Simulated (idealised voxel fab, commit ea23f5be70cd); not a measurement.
Name of the process module below: voxel quadruple lines
Section shown: cut. Width: 280 nm. Cell size: 5 nm, square.
For the purposes of this document, a cross-section shall be understood as a grid of square cells, specified as bands listed in top-to-bottom order, each band consisting of one or more rows of cells. What a band's entry tells you: where the top is and where the bottom is, as heights in nm, and after that what lies inside, material by material from left to right, each with its width in nm. Empty space is written as the word "blank", and a single material marked with the word "everywhere" occupies the band from edge to edge. All heights in this document are referenced to 0, defined as the level beneath which the wafer, as received, consists entirely of one material. The lowest band is not bounded below; it extends indefinitely downward and is written in the form "from 0 down". Graded width ("30 to 40"): value in top row of band = first number; value in bottom row = second number; row-to-row change constant. Any step labelled "no modifications" changed none of the cells in the cross-section. Listed in "Closed void entries": every empty space of 8 or more cells without an open way to the top. Form: width x height at distance, the distance being from the left edge, all in nm. Step line, after settings: the simulator's comment on this step. If you see "overlay nm" on a step's line and that step has a mask, it's telling you how far right of where it was planned the mask ended up; a negative number means it went left instead.
Listed below are the process steps as planned
1. RECEIVE with material Si
2. CONFORMAL_DEP with material SiO2, thk nm 10
3. DIRECTIONAL_DEP with material W, thk nm 10
4. DIRECTIONAL_DEP with material polySi, thk nm 20
5. DIRECTIONAL_DEP with material aC, thk nm 20
6. PATTERN with tone cover, mask id MANDREL, material resist, width nm 20, pitch nm 60, thk nm 25, overlay nm 0
7. DIRECTIONAL_ETCH with etch materials aC, depth nm 20
8. STRIP with etch materials resist
9. CONFORMAL_DEP with material SiO2, thk nm 10
10. DIRECTIONAL_ETCH with etch materials SiO2, depth nm 10
11. STRIP with etch materials aC
12. DIRECTIONAL_ETCH with etch materials polySi, depth nm 20
13. STRIP with etch materials SiO2
14. CONFORMAL_DEP with material SiCN, thk nm 5
15. DIRECTIONAL_ETCH with etch materials SiCN, depth nm 5
16. STRIP with etch materials polySi
17. DIRECTIONAL_ETCH with etch materials W, depth nm 10
18. STRIP with etch materials SiCN
Cross-section of the wafer as it came to us, i.e., already through step 1
* from 0 down | Si everywhere
* Closed void entries: none
The plan above was carried out on the starting structure above with one mistake, and this cross-section shows the wafer at the end of the module
* from 40 to 20 | aC everywhere
* from 20 to 10 | W everywhere
* from 10 to 0 | SiO2 everywhere
* from 0 down | Si everywhere
* Closed void entries: none
Run error: the run placed steps 4 and 5 each in the position the plan gave to the other
